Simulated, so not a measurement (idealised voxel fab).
process module | voxel wiring stack
cross-section cut | 235 nm wide | cells 5 nm
A cross-section is a grid of square cells, given in bands from the top down. A band is one or more rows of cells.
Each band's line starts with the height of the band's top and of its bottom, in nm. Then come its materials from left to right, each with its width in nm. One material with "throughout" fills the band from edge to edge. "air" is empty space.
Height 0 is the level under which the wafer as received is all one material. The lowest band goes on downwards, as in "0 down".
A width such as "30 to 40" changes by the same amount from each row of cells to the next, from the band's top row to its bottom row.
"no change" after a step means that no cell of the cross-section changed.
closed voids: empty space of 8 cells or more with no open way to the top, each as width x height at its distance from the left edge, in nm
after a step's settings: what the simulator itself notes on the step
overlay nm, on a step with a mask: how far to the right of its planned place the mask lay; to the left if negative
plan
1 op RECEIVE | material Si
2 op CONFORMAL_DEP | material SiO2 | thk nm 15
3 op DIRECTIONAL_DEP | material TiN | thk nm 5
4 op DIRECTIONAL_DEP | material W | thk nm 15
5 op PATTERN | tone cover | mask id METAL_1 | material resist | width nm 25 | pitch nm 55 | thk nm 20 | overlay nm 0
6 op DIRECTIONAL_ETCH | etch materials W | depth nm 15
7 op DIRECTIONAL_ETCH | etch materials TiN | depth nm 5
8 op STRIP | etch materials resist
9 op CONFORMAL_DEP | material SiN | thk nm 5
10 op FILL_DEP | material lowk | thk nm 10
11 op CMP | height nm 35
12 op CONFORMAL_DEP | material SiCN | thk nm 5
13 op DIRECTIONAL_DEP | material SiO2 | thk nm 20
14 op DIRECTIONAL_DEP | material aC | thk nm 10
15 op PATTERN | tone open | mask id PLUG_1 | material resist | width nm 15 | pitch nm 110 | thk nm 30 | overlay nm 0
16 op DIRECTIONAL_ETCH | etch materials aC | depth nm 10
17 op STRIP | etch materials resist
18 op DIRECTIONAL_ETCH | etch materials SiO2 | depth nm 20
19 op DIRECTIONAL_ETCH | etch materials SiCN | depth nm 5
20 op STRIP | etch materials aC
21 op CONFORMAL_DEP | material TiN | thk nm 5
22 op FILL_DEP | material Ru | thk nm 5
23 op CMP | height nm 60
24 op DIRECTIONAL_DEP | material TiN | thk nm 5
25 op DIRECTIONAL_DEP | material Ru | thk nm 25
26 op PATTERN | tone cover | mask id METAL_2 | material resist | width nm 25 | pitch nm 55 | thk nm 20 | overlay nm 0
27 op DIRECTIONAL_ETCH | etch materials Ru | depth nm 25
28 op DIRECTIONAL_ETCH | etch materials TiN | depth nm 5
29 op STRIP | etch materials resist
30 op FILL_DEP | material SiO2 | thk nm 5
31 op CMP | height nm 90
32 op CONFORMAL_DEP | material SiCN | thk nm 5
33 op DIRECTIONAL_DEP | material lowk | thk nm 25
34 op MASKED_ETCH | tone open | mask id METAL_3_HOLES | width nm 15 | pitch nm 110 | etch materials lowk | depth nm 25 | overlay nm 0
35 op PATTERN | tone open | mask id METAL_3 | material resist | width nm 25 | pitch nm 55 | thk nm 20 | overlay nm 0
36 op DIRECTIONAL_ETCH | etch materials lowk | depth nm 15
37 op DIRECTIONAL_ETCH | etch materials SiCN | depth nm 5
38 op STRIP | etch materials resist
39 op CONFORMAL_DEP | material TiN | thk nm 5
40 op FILL_DEP | material Cu | thk nm 10
41 op CMP | height nm 120
42 op CONFORMAL_DEP | material SiCN | thk nm 5
43 op DIRECTIONAL_DEP | material SiO2 | thk nm 15
44 op PATTERN | tone open | mask id PLUG_3 | material resist | width nm 15 | pitch nm 55 | thk nm 20 | overlay nm 0
45 op DIRECTIONAL_ETCH | etch materials SiO2 | depth nm 15
46 op DIRECTIONAL_ETCH | etch materials SiCN | depth nm 5
47 op STRIP | etch materials resist
48 op EPI | material Ru | thk nm 10
49 op EPI | material Ru | thk nm 10
50 op CONFORMAL_DEP | material SiCN | thk nm 5
51 op DIRECTIONAL_DEP | material lowk | thk nm 15
52 op MASKED_ETCH | tone open | mask id METAL_4 | width nm 25 | pitch nm 55 | etch materials lowk | depth nm 15 | overlay nm 0
53 op MASKED_ETCH | tone open | mask id METAL_4 | width nm 25 | pitch nm 55 | etch materials SiCN | depth nm 5 | overlay nm 0
54 op CONFORMAL_DEP | material TiN | thk nm 5
55 op FILL_DEP | material Cu | thk nm 10
56 op CMP | height nm 160
57 op EPI | material Ru | thk nm 5
58 op FILL_DEP | material SiCN | thk nm 5
first wafer, as planned
as received, after step 1
  0 down: Si throughout
  closed voids: none
after step 2
  15 to 0: SiO2 throughout
  below 0: unchanged
after step 3
  20 to 15: TiN throughout
  below 15: unchanged
after step 4
  35 to 20: W throughout
  below 20: unchanged
after step 5
  55 to 35: air 20 | resist 25 | air 30 | resist 25 | air 30 | resist 25 | air 30 | resist 25 | air 25
  below 35: unchanged
after step 6
  55 to 35: air 20 | resist 25 | air 30 | resist 25 | air 30 | resist 25 | air 30 | resist 25 | air 25
  35 to 20: air 20 | W 25 | air 30 | W 25 | air 30 | W 25 | air 30 | W 25 | air 25
  below 20: unchanged
after step 7
  55 to 35: air 20 | resist 25 | air 30 | resist 25 | air 30 | resist 25 | air 30 | resist 25 | air 25
  35 to 20: air 20 | W 25 | air 30 | W 25 | air 30 | W 25 | air 30 | W 25 | air 25
  20 to 15: air 20 | TiN 25 | air 30 | TiN 25 | air 30 | TiN 25 | air 30 | TiN 25 | air 25
  below 15: unchanged
after step 8
  35 to 20: air 20 | W 25 | air 30 | W 25 | air 30 | W 25 | air 30 | W 25 | air 25
  below 20: unchanged
after step 9
  40 to 35: air 15 | SiN 35 | air 20 | SiN 35 | air 20 | SiN 35 | air 20 | SiN 35 | air 20
  35 to 20: air 15 | SiN 5 | W 25 | SiN 5 | air 20 | SiN 5 | W 25 | SiN 5 | air 20 | SiN 5 | W 25 | SiN 5 | air 20 | SiN 5 | W 25 | SiN 5 | air 20
  20 to 15: SiN 20 | TiN 25 | SiN 30 | TiN 25 | SiN 30 | TiN 25 | SiN 30 | TiN 25 | SiN 25
  below 15: unchanged
after step 10
  50 to 40: lowk throughout
  40 to 35: lowk 15 | SiN 35 | lowk 20 | SiN 35 | lowk 20 | SiN 35 | lowk 20 | SiN 35 | lowk 20
  35 to 20: lowk 15 | SiN 5 | W 25 | SiN 5 | lowk 20 | SiN 5 | W 25 | SiN 5 | lowk 20 | SiN 5 | W 25 | SiN 5 | lowk 20 | SiN 5 | W 25 | SiN 5 | lowk 20
  below 20: unchanged
after step 11
  35 to 20: lowk 15 | SiN 5 | W 25 | SiN 5 | lowk 20 | SiN 5 | W 25 | SiN 5 | lowk 20 | SiN 5 | W 25 | SiN 5 | lowk 20 | SiN 5 | W 25 | SiN 5 | lowk 20
  below 20: unchanged
after step 12
  40 to 35: SiCN throughout
  below 35: unchanged
after step 13
  60 to 40: SiO2 throughout
  below 40: unchanged
after step 14
  70 to 60: aC throughout
  below 60: unchanged
after step 15
  100 to 70: resist 20 | air 15 | resist 95 | air 15 | resist 90
  below 70: unchanged
after step 16
  90 to 70: resist 20 | air 15 | resist 95 | air 15 | resist 90
  70 to 60: aC 20 | air 15 | aC 95 | air 15 | aC 90
  below 60: unchanged
after step 17
  70 to 60: aC 20 | air 15 | aC 95 | air 15 | aC 90
  below 60: unchanged
after step 18
  70 to 60: aC 20 | air 15 | aC 95 | air 15 | aC 90
  60 to 40: SiO2 20 | air 15 | SiO2 95 | air 15 | SiO2 90
  below 40: unchanged
after step 19
  70 to 60: aC 20 | air 15 | aC 95 | air 15 | aC 90
  60 to 40: SiO2 20 | air 15 | SiO2 95 | air 15 | SiO2 90
  40 to 35: SiCN 20 | air 15 | SiCN 95 | air 15 | SiCN 90
  below 35: unchanged
after step 20
  60 to 40: SiO2 20 | air 15 | SiO2 95 | air 15 | SiO2 90
  below 40: unchanged
after step 21
  65 to 60: TiN 25 | air 5 | TiN 105 | air 5 | TiN 95
  60 to 40: SiO2 20 | TiN 5 | air 5 | TiN 5 | SiO2 95 | TiN 5 | air 5 | TiN 5 | SiO2 90
  40 to 35: SiCN 20 | TiN 15 | SiCN 95 | TiN 15 | SiCN 90
  below 35: unchanged
after step 22
  70 to 65: Ru throughout
  65 to 60: TiN 25 | Ru 5 | TiN 105 | Ru 5 | TiN 95
  60 to 40: SiO2 20 | TiN 5 | Ru 5 | TiN 5 | SiO2 95 | TiN 5 | Ru 5 | TiN 5 | SiO2 90
  below 40: unchanged
after step 23
  60 to 40: SiO2 20 | TiN 5 | Ru 5 | TiN 5 | SiO2 95 | TiN 5 | Ru 5 | TiN 5 | SiO2 90
  below 40: unchanged
after step 24
  65 to 60: TiN throughout
  below 60: unchanged
after step 25
  90 to 65: Ru throughout
  below 65: unchanged
after step 26
  110 to 90: air 20 | resist 25 | air 30 | resist 25 | air 30 | resist 25 | air 30 | resist 25 | air 25
  below 90: unchanged
after step 27
  110 to 90: air 20 | resist 25 | air 30 | resist 25 | air 30 | resist 25 | air 30 | resist 25 | air 25
  90 to 65: air 20 | Ru 25 | air 30 | Ru 25 | air 30 | Ru 25 | air 30 | Ru 25 | air 25
  below 65: unchanged
after step 28
  110 to 90: air 20 | resist 25 | air 30 | resist 25 | air 30 | resist 25 | air 30 | resist 25 | air 25
  90 to 65: air 20 | Ru 25 | air 30 | Ru 25 | air 30 | Ru 25 | air 30 | Ru 25 | air 25
  65 to 60: air 20 | TiN 25 | air 30 | TiN 25 | air 30 | TiN 25 | air 30 | TiN 25 | air 25
  below 60: unchanged
after step 29
  90 to 65: air 20 | Ru 25 | air 30 | Ru 25 | air 30 | Ru 25 | air 30 | Ru 25 | air 25
  below 65: unchanged
after step 30
  95 to 90: SiO2 throughout
  90 to 65: SiO2 20 | Ru 25 | SiO2 30 | Ru 25 | SiO2 30 | Ru 25 | SiO2 30 | Ru 25 | SiO2 25
  65 to 60: SiO2 20 | TiN 25 | SiO2 30 | TiN 25 | SiO2 30 | TiN 25 | SiO2 30 | TiN 25 | SiO2 25
  below 60: unchanged
after step 31
  90 to 65: SiO2 20 | Ru 25 | SiO2 30 | Ru 25 | SiO2 30 | Ru 25 | SiO2 30 | Ru 25 | SiO2 25
  below 65: unchanged
after step 32
  95 to 90: SiCN throughout
  below 90: unchanged
after step 33
  120 to 95: lowk throughout
  below 95: unchanged
after step 34
  120 to 95: lowk 20 | air 15 | lowk 95 | air 15 | lowk 90
  below 95: unchanged
after step 35
  140 to 120: resist 20 | air 25 | resist 30 | air 25 | resist 30 | air 25 | resist 30 | air 25 | resist 25
  below 120: unchanged
after step 36
  140 to 120: resist 20 | air 25 | resist 30 | air 25 | resist 30 | air 25 | resist 30 | air 25 | resist 25
  120 to 105: lowk 20 | air 25 | lowk 30 | air 25 | lowk 30 | air 25 | lowk 30 | air 25 | lowk 25
  below 105: unchanged
after step 37
  140 to 120: resist 20 | air 25 | resist 30 | air 25 | resist 30 | air 25 | resist 30 | air 25 | resist 25
  120 to 105: lowk 20 | air 25 | lowk 30 | air 25 | lowk 30 | air 25 | lowk 30 | air 25 | lowk 25
  105 to 95: lowk 20 | air 15 | lowk 95 | air 15 | lowk 90
  95 to 90: SiCN 20 | air 15 | SiCN 95 | air 15 | SiCN 90
  below 90: unchanged
after step 38
  120 to 105: lowk 20 | air 25 | lowk 30 | air 25 | lowk 30 | air 25 | lowk 30 | air 25 | lowk 25
  below 105: unchanged
after step 39
  125 to 120: TiN 25 | air 15 | TiN 40 | air 15 | TiN 40 | air 15 | TiN 40 | air 15 | TiN 30
  120 to 110: lowk 20 | TiN 5 | air 15 | TiN 5 | lowk 30 | TiN 5 | air 15 | TiN 5 | lowk 30 | TiN 5 | air 15 | TiN 5 | lowk 30 | TiN 5 | air 15 | TiN 5 | lowk 25
  110 to 105: lowk 20 | TiN 5 | air 5 | TiN 15 | lowk 30 | TiN 25 | lowk 30 | TiN 5 | air 5 | TiN 15 | lowk 30 | TiN 25 | lowk 25
  105 to 95: lowk 20 | TiN 5 | air 5 | TiN 5 | lowk 95 | TiN 5 | air 5 | TiN 5 | lowk 90
  95 to 90: SiCN 20 | TiN 15 | SiCN 95 | TiN 15 | SiCN 90
  below 90: unchanged
after step 40
  135 to 125: Cu throughout
  125 to 120: TiN 25 | Cu 15 | TiN 40 | Cu 15 | TiN 40 | Cu 15 | TiN 40 | Cu 15 | TiN 30
  120 to 110: lowk 20 | TiN 5 | Cu 15 | TiN 5 | lowk 30 | TiN 5 | Cu 15 | TiN 5 | lowk 30 | TiN 5 | Cu 15 | TiN 5 | lowk 30 | TiN 5 | Cu 15 | TiN 5 | lowk 25
  110 to 105: lowk 20 | TiN 5 | Cu 5 | TiN 15 | lowk 30 | TiN 25 | lowk 30 | TiN 5 | Cu 5 | TiN 15 | lowk 30 | TiN 25 | lowk 25
  105 to 95: lowk 20 | TiN 5 | Cu 5 | TiN 5 | lowk 95 | TiN 5 | Cu 5 | TiN 5 | lowk 90
  below 95: unchanged
after step 41
  120 to 110: lowk 20 | TiN 5 | Cu 15 | TiN 5 | lowk 30 | TiN 5 | Cu 15 | TiN 5 | lowk 30 | TiN 5 | Cu 15 | TiN 5 | lowk 30 | TiN 5 | Cu 15 | TiN 5 | lowk 25
  below 110: unchanged
after step 42
  125 to 120: SiCN throughout
  below 120: unchanged
after step 43
  140 to 125: SiO2 throughout
  below 125: unchanged
after step 44
  160 to 140: resist 20 | air 15 | resist 40 | air 15 | resist 40 | air 15 | resist 40 | air 15 | resist 35
  below 140: unchanged
after step 45
  160 to 140: resist 20 | air 15 | resist 40 | air 15 | resist 40 | air 15 | resist 40 | air 15 | resist 35
  140 to 125: SiO2 20 | air 15 | SiO2 40 | air 15 | SiO2 40 | air 15 | SiO2 40 | air 15 | SiO2 35
  below 125: unchanged
after step 46
  160 to 140: resist 20 | air 15 | resist 40 | air 15 | resist 40 | air 15 | resist 40 | air 15 | resist 35
  140 to 125: SiO2 20 | air 15 | SiO2 40 | air 15 | SiO2 40 | air 15 | SiO2 40 | air 15 | SiO2 35
  125 to 120: SiCN 20 | air 15 | SiCN 40 | air 15 | SiCN 40 | air 15 | SiCN 40 | air 15 | SiCN 35
  below 120: unchanged
after step 47
  140 to 125: SiO2 20 | air 15 | SiO2 40 | air 15 | SiO2 40 | air 15 | SiO2 40 | air 15 | SiO2 35
  below 125: unchanged
after step 48
  140 to 130: SiO2 20 | air 15 | SiO2 40 | air 15 | SiO2 40 | air 15 | SiO2 40 | air 15 | SiO2 35
  130 to 125: SiO2 20 | Ru 15 | SiO2 40 | Ru 15 | SiO2 40 | Ru 15 | SiO2 40 | Ru 15 | SiO2 35
  125 to 120: SiCN 20 | Ru 15 | SiCN 40 | Ru 15 | SiCN 40 | Ru 15 | SiCN 40 | Ru 15 | SiCN 35
  below 120: unchanged
after step 49
  140 to 125: SiO2 20 | Ru 15 | SiO2 40 | Ru 15 | SiO2 40 | Ru 15 | SiO2 40 | Ru 15 | SiO2 35
  below 125: unchanged
after step 50
  145 to 140: SiCN throughout
  below 140: unchanged
after step 51
  160 to 145: lowk throughout
  below 145: unchanged
after step 52
  160 to 145: lowk 20 | air 25 | lowk 30 | air 25 | lowk 30 | air 25 | lowk 30 | air 25 | lowk 25
  below 145: unchanged
after step 53
  160 to 145: lowk 20 | air 25 | lowk 30 | air 25 | lowk 30 | air 25 | lowk 30 | air 25 | lowk 25
  145 to 140: SiCN 20 | air 25 | SiCN 30 | air 25 | SiCN 30 | air 25 | SiCN 30 | air 25 | SiCN 25
  below 140: unchanged
after step 54
  165 to 160: TiN 25 | air 15 | TiN 40 | air 15 | TiN 40 | air 15 | TiN 40 | air 15 | TiN 30
  160 to 145: lowk 20 | TiN 5 | air 15 | TiN 5 | lowk 30 | TiN 5 | air 15 | TiN 5 | lowk 30 | TiN 5 | air 15 | TiN 5 | lowk 30 | TiN 5 | air 15 | TiN 5 | lowk 25
  145 to 140: SiCN 20 | TiN 25 | SiCN 30 | TiN 25 | SiCN 30 | TiN 25 | SiCN 30 | TiN 25 | SiCN 25
  below 140: unchanged
after step 55
  175 to 165: Cu throughout
  165 to 160: TiN 25 | Cu 15 | TiN 40 | Cu 15 | TiN 40 | Cu 15 | TiN 40 | Cu 15 | TiN 30
  160 to 145: lowk 20 | TiN 5 | Cu 15 | TiN 5 | lowk 30 | TiN 5 | Cu 15 | TiN 5 | lowk 30 | TiN 5 | Cu 15 | TiN 5 | lowk 30 | TiN 5 | Cu 15 | TiN 5 | lowk 25
  below 145: unchanged
after step 56
  160 to 145: lowk 20 | TiN 5 | Cu 15 | TiN 5 | lowk 30 | TiN 5 | Cu 15 | TiN 5 | lowk 30 | TiN 5 | Cu 15 | TiN 5 | lowk 30 | TiN 5 | Cu 15 | TiN 5 | lowk 25
  below 145: unchanged
after step 57
  165 to 160: air 15 | Ru 35 | air 20 | Ru 35 | air 20 | Ru 35 | air 20 | Ru 35 | air 20
  below 160: unchanged
after step 58
  170 to 165: SiCN throughout
  165 to 160: SiCN 15 | Ru 35 | SiCN 20 | Ru 35 | SiCN 20 | Ru 35 | SiCN 20 | Ru 35 | SiCN 20
  below 160: unchanged
second wafer: like start, like plan, one mistake. Through step 14 it matches the first wafer
when step 15 should have ended
  100 to 70: air 20 | resist 15 | air 95 | resist 15 | air 90
  below 70: unchanged
when step 16 should have ended
  90 to 70: air 20 | resist 15 | air 95 | resist 15 | air 90
  70 to 60: air 20 | aC 15 | air 95 | aC 15 | air 90
  below 60: unchanged
when step 17 should have ended
  70 to 60: air 20 | aC 15 | air 95 | aC 15 | air 90
  below 60: unchanged
when step 18 should have ended
  70 to 60: air 20 | aC 15 | air 95 | aC 15 | air 90
  60 to 40: air 20 | SiO2 15 | air 95 | SiO2 15 | air 90
  below 40: unchanged
when step 19 should have ended
  70 to 60: air 20 | aC 15 | air 95 | aC 15 | air 90
  60 to 40: air 20 | SiO2 15 | air 95 | SiO2 15 | air 90
  40 to 35: air 20 | SiCN 15 | air 95 | SiCN 15 | air 90
  below 35: unchanged
when step 20 should have ended
  60 to 40: air 20 | SiO2 15 | air 95 | SiO2 15 | air 90
  below 40: unchanged
when step 21 should have ended
  65 to 60: air 15 | TiN 25 | air 85 | TiN 25 | air 85
  60 to 40: air 15 | TiN 5 | SiO2 15 | TiN 5 | air 85 | TiN 5 | SiO2 15 | TiN 5 | air 85
  40 to 35: TiN 20 | SiCN 15 | TiN 95 | SiCN 15 | TiN 90
  below 35: unchanged
when step 22 should have ended
  70 to 65: Ru throughout
  65 to 60: Ru 15 | TiN 25 | Ru 85 | TiN 25 | Ru 85
  60 to 40: Ru 15 | TiN 5 | SiO2 15 | TiN 5 | Ru 85 | TiN 5 | SiO2 15 | TiN 5 | Ru 85
  below 40: unchanged
when step 23 should have ended
  60 to 40: Ru 15 | TiN 5 | SiO2 15 | TiN 5 | Ru 85 | TiN 5 | SiO2 15 | TiN 5 | Ru 85
  below 40: unchanged
when step 24 should have ended
  65 to 60: TiN throughout
  below 60: unchanged
when step 25 should have ended
  90 to 65: Ru throughout
  below 65: unchanged
when step 26 should have ended
  110 to 90: air 20 | resist 25 | air 30 | resist 25 | air 30 | resist 25 | air 30 | resist 25 | air 25
  below 90: unchanged
when step 27 should have ended
  110 to 90: air 20 | resist 25 | air 30 | resist 25 | air 30 | resist 25 | air 30 | resist 25 | air 25
  90 to 65: air 20 | Ru 25 | air 30 | Ru 25 | air 30 | Ru 25 | air 30 | Ru 25 | air 25
  below 65: unchanged
when step 28 should have ended
  110 to 90: air 20 | resist 25 | air 30 | resist 25 | air 30 | resist 25 | air 30 | resist 25 | air 25
  90 to 65: air 20 | Ru 25 | air 30 | Ru 25 | air 30 | Ru 25 | air 30 | Ru 25 | air 25
  65 to 60: air 20 | TiN 25 | air 30 | TiN 25 | air 30 | TiN 25 | air 30 | TiN 25 | air 25
  below 60: unchanged
when step 29 should have ended
  90 to 65: air 20 | Ru 25 | air 30 | Ru 25 | air 30 | Ru 25 | air 30 | Ru 25 | air 25
  below 65: unchanged
when step 30 should have ended
  95 to 90: SiO2 throughout
  90 to 65: SiO2 20 | Ru 25 | SiO2 30 | Ru 25 | SiO2 30 | Ru 25 | SiO2 30 | Ru 25 | SiO2 25
  65 to 60: SiO2 20 | TiN 25 | SiO2 30 | TiN 25 | SiO2 30 | TiN 25 | SiO2 30 | TiN 25 | SiO2 25
  below 60: unchanged
when step 31 should have ended
  90 to 65: SiO2 20 | Ru 25 | SiO2 30 | Ru 25 | SiO2 30 | Ru 25 | SiO2 30 | Ru 25 | SiO2 25
  below 65: unchanged
when step 32 should have ended
  95 to 90: SiCN throughout
  below 90: unchanged
when step 33 should have ended
  120 to 95: lowk throughout
  below 95: unchanged
when step 34 should have ended
  120 to 95: lowk 20 | air 15 | lowk 95 | air 15 | lowk 90
  below 95: unchanged
when step 35 should have ended
  140 to 120: resist 20 | air 25 | resist 30 | air 25 | resist 30 | air 25 | resist 30 | air 25 | resist 25
  below 120: unchanged
when step 36 should have ended
  140 to 120: resist 20 | air 25 | resist 30 | air 25 | resist 30 | air 25 | resist 30 | air 25 | resist 25
  120 to 105: lowk 20 | air 25 | lowk 30 | air 25 | lowk 30 | air 25 | lowk 30 | air 25 | lowk 25
  below 105: unchanged
when step 37 should have ended
  140 to 120: resist 20 | air 25 | resist 30 | air 25 | resist 30 | air 25 | resist 30 | air 25 | resist 25
  120 to 105: lowk 20 | air 25 | lowk 30 | air 25 | lowk 30 | air 25 | lowk 30 | air 25 | lowk 25
  105 to 95: lowk 20 | air 15 | lowk 95 | air 15 | lowk 90
  95 to 90: SiCN 20 | air 15 | SiCN 95 | air 15 | SiCN 90
  below 90: unchanged
when step 38 should have ended
  120 to 105: lowk 20 | air 25 | lowk 30 | air 25 | lowk 30 | air 25 | lowk 30 | air 25 | lowk 25
  below 105: unchanged
when step 39 should have ended
  125 to 120: TiN 25 | air 15 | TiN 40 | air 15 | TiN 40 | air 15 | TiN 40 | air 15 | TiN 30
  120 to 110: lowk 20 | TiN 5 | air 15 | TiN 5 | lowk 30 | TiN 5 | air 15 | TiN 5 | lowk 30 | TiN 5 | air 15 | TiN 5 | lowk 30 | TiN 5 | air 15 | TiN 5 | lowk 25
  110 to 105: lowk 20 | TiN 5 | air 5 | TiN 15 | lowk 30 | TiN 25 | lowk 30 | TiN 5 | air 5 | TiN 15 | lowk 30 | TiN 25 | lowk 25
  105 to 95: lowk 20 | TiN 5 | air 5 | TiN 5 | lowk 95 | TiN 5 | air 5 | TiN 5 | lowk 90
  95 to 90: SiCN 20 | TiN 15 | SiCN 95 | TiN 15 | SiCN 90
  below 90: unchanged
when step 40 should have ended
  135 to 125: Cu throughout
  125 to 120: TiN 25 | Cu 15 | TiN 40 | Cu 15 | TiN 40 | Cu 15 | TiN 40 | Cu 15 | TiN 30
  120 to 110: lowk 20 | TiN 5 | Cu 15 | TiN 5 | lowk 30 | TiN 5 | Cu 15 | TiN 5 | lowk 30 | TiN 5 | Cu 15 | TiN 5 | lowk 30 | TiN 5 | Cu 15 | TiN 5 | lowk 25
  110 to 105: lowk 20 | TiN 5 | Cu 5 | TiN 15 | lowk 30 | TiN 25 | lowk 30 | TiN 5 | Cu 5 | TiN 15 | lowk 30 | TiN 25 | lowk 25
  105 to 95: lowk 20 | TiN 5 | Cu 5 | TiN 5 | lowk 95 | TiN 5 | Cu 5 | TiN 5 | lowk 90
  below 95: unchanged
when step 41 should have ended
  120 to 110: lowk 20 | TiN 5 | Cu 15 | TiN 5 | lowk 30 | TiN 5 | Cu 15 | TiN 5 | lowk 30 | TiN 5 | Cu 15 | TiN 5 | lowk 30 | TiN 5 | Cu 15 | TiN 5 | lowk 25
  below 110: unchanged
when step 42 should have ended
  125 to 120: SiCN throughout
  below 120: unchanged
when step 43 should have ended
  140 to 125: SiO2 throughout
  below 125: unchanged
when step 44 should have ended
  160 to 140: resist 20 | air 15 | resist 40 | air 15 | resist 40 | air 15 | resist 40 | air 15 | resist 35
  below 140: unchanged
when step 45 should have ended
  160 to 140: resist 20 | air 15 | resist 40 | air 15 | resist 40 | air 15 | resist 40 | air 15 | resist 35
  140 to 125: SiO2 20 | air 15 | SiO2 40 | air 15 | SiO2 40 | air 15 | SiO2 40 | air 15 | SiO2 35
  below 125: unchanged
when step 46 should have ended
  160 to 140: resist 20 | air 15 | resist 40 | air 15 | resist 40 | air 15 | resist 40 | air 15 | resist 35
  140 to 125: SiO2 20 | air 15 | SiO2 40 | air 15 | SiO2 40 | air 15 | SiO2 40 | air 15 | SiO2 35
  125 to 120: SiCN 20 | air 15 | SiCN 40 | air 15 | SiCN 40 | air 15 | SiCN 40 | air 15 | SiCN 35
  below 120: unchanged
when step 47 should have ended
  140 to 125: SiO2 20 | air 15 | SiO2 40 | air 15 | SiO2 40 | air 15 | SiO2 40 | air 15 | SiO2 35
  below 125: unchanged
when step 48 should have ended
  140 to 130: SiO2 20 | air 15 | SiO2 40 | air 15 | SiO2 40 | air 15 | SiO2 40 | air 15 | SiO2 35
  130 to 125: SiO2 20 | Ru 15 | SiO2 40 | Ru 15 | SiO2 40 | Ru 15 | SiO2 40 | Ru 15 | SiO2 35
  125 to 120: SiCN 20 | Ru 15 | SiCN 40 | Ru 15 | SiCN 40 | Ru 15 | SiCN 40 | Ru 15 | SiCN 35
  below 120: unchanged
when step 49 should have ended
  140 to 125: SiO2 20 | Ru 15 | SiO2 40 | Ru 15 | SiO2 40 | Ru 15 | SiO2 40 | Ru 15 | SiO2 35
  below 125: unchanged
when step 50 should have ended
  145 to 140: SiCN throughout
  below 140: unchanged
when step 51 should have ended
  160 to 145: lowk throughout
  below 145: unchanged
when step 52 should have ended
  160 to 145: lowk 20 | air 25 | lowk 30 | air 25 | lowk 30 | air 25 | lowk 30 | air 25 | lowk 25
  below 145: unchanged
when step 53 should have ended
  160 to 145: lowk 20 | air 25 | lowk 30 | air 25 | lowk 30 | air 25 | lowk 30 | air 25 | lowk 25
  145 to 140: SiCN 20 | air 25 | SiCN 30 | air 25 | SiCN 30 | air 25 | SiCN 30 | air 25 | SiCN 25
  below 140: unchanged
when step 54 should have ended
  165 to 160: TiN 25 | air 15 | TiN 40 | air 15 | TiN 40 | air 15 | TiN 40 | air 15 | TiN 30
  160 to 145: lowk 20 | TiN 5 | air 15 | TiN 5 | lowk 30 | TiN 5 | air 15 | TiN 5 | lowk 30 | TiN 5 | air 15 | TiN 5 | lowk 30 | TiN 5 | air 15 | TiN 5 | lowk 25
  145 to 140: SiCN 20 | TiN 25 | SiCN 30 | TiN 25 | SiCN 30 | TiN 25 | SiCN 30 | TiN 25 | SiCN 25
  below 140: unchanged
when step 55 should have ended
  175 to 165: Cu throughout
  165 to 160: TiN 25 | Cu 15 | TiN 40 | Cu 15 | TiN 40 | Cu 15 | TiN 40 | Cu 15 | TiN 30
  160 to 145: lowk 20 | TiN 5 | Cu 15 | TiN 5 | lowk 30 | TiN 5 | Cu 15 | TiN 5 | lowk 30 | TiN 5 | Cu 15 | TiN 5 | lowk 30 | TiN 5 | Cu 15 | TiN 5 | lowk 25
  below 145: unchanged
when step 56 should have ended
  160 to 145: lowk 20 | TiN 5 | Cu 15 | TiN 5 | lowk 30 | TiN 5 | Cu 15 | TiN 5 | lowk 30 | TiN 5 | Cu 15 | TiN 5 | lowk 30 | TiN 5 | Cu 15 | TiN 5 | lowk 25
  below 145: unchanged
when step 57 should have ended
  165 to 160: air 15 | Ru 35 | air 20 | Ru 35 | air 20 | Ru 35 | air 20 | Ru 35 | air 20
  below 160: unchanged
when step 58 should have ended
  170 to 165: SiCN throughout
  165 to 160: SiCN 15 | Ru 35 | SiCN 20 | Ru 35 | SiCN 20 | Ru 35 | SiCN 20 | Ru 35 | SiCN 20
  below 160: unchanged
what went wrong: step 15 ran as: op PATTERN | tone cover | mask id PLUG_1 | material resist | width nm 15 | pitch nm 110 | thk nm 30 | overlay nm 0
at the end the second wafer has, in cells: 140 more of Ru | 35 fewer of SiCN | 140 fewer of SiO2 | 35 more of TiN
